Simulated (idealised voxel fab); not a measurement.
process module | voxel self aligned contacts
cross-section cut | 150 nm wide | cells 5 nm
A cross-section is a grid of square cells, given in bands from the top down. A band is one or more rows of cells.
Each band's line starts with the height of the band's top and of its bottom, in nm. Then come its materials from left to right, each with its width in nm. One material with "throughout" fills the band from edge to edge. "air" is empty space.
Height 0 is the level under which the wafer as received is all one material. The lowest band goes on downwards, as in "0 down".
A width such as "30 to 40" changes by the same amount from each row of cells to the next, from the band's top row to its bottom row.
"no change" after a step means that no cell of the cross-section changed.
closed voids: empty space of 8 cells or more with no open way to the top, each as width x height at its distance from the left edge, in nm
after a step's settings: what the simulator itself notes on the step
overlay nm, on a step with a mask: how far to the right of its planned place the mask lay; to the left if negative
plan
1 op RECEIVE | material Si
2 op OXIDIZE | depth nm 5
3 op DIRECTIONAL_DEP | material polySi | thk nm 30
4 op DIRECTIONAL_DEP | material SiN | thk nm 20
5 op MASKED_ETCH | tone cover | mask id GATE | width nm 35 | pitch nm 70 | etch materials SiN | depth nm 20 | overlay nm 0
6 op MASKED_ETCH | tone cover | mask id GATE | width nm 35 | pitch nm 70 | etch materials polySi | depth nm 30 | overlay nm 0
7 op CONFORMAL_DEP | material SiN | thk nm 5
8 op DIRECTIONAL_ETCH | etch materials SiN | depth nm 5
9 op FILL_DEP | material SiO2 | thk nm 15
10 op CMP | height nm 60
11 op PATTERN | tone open | mask id CONTACT | material resist | width nm 45 | thk nm 20 | overlay nm 0
12 op DIRECTIONAL_ETCH | etch materials SiO2 | depth nm 65
13 op STRIP | etch materials resist
14 op CONFORMAL_DEP | material TiN | thk nm 5
15 op FILL_DEP | material Ru | thk nm 10
16 op CMP | height nm 60
17 op CONFORMAL_DEP | material SiN | thk nm 5
as received, after step 1
  0 down: Si throughout
  closed voids: none
a wafer at the end: this start, this plan, one mistake
  80 to 75: SiN throughout
  75 to 65: Ru throughout
  65 to 60: TiN 55 | Ru 35 | TiN 60
  60 to 50: SiO2 50 | TiN 5 to 15 | Ru 35 to 15 | TiN 5 to 15 | SiO2 55
  50 to 30: SiO2 15 | SiN 45 | TiN 5 | Ru 15 | TiN 5 | SiN 45 | SiO2 20
  30 to 0: SiO2 15 | SiN 5 | polySi 35 | SiN 5 | TiN 5 | Ru 15 | TiN 5 | SiN 5 | polySi 35 | SiN 5 | SiO2 20
  0 to -5: SiO2 60 | TiN 25 | SiO2 65
  -5 down: Si throughout
  closed voids: none
what went wrong: step 16 was left out
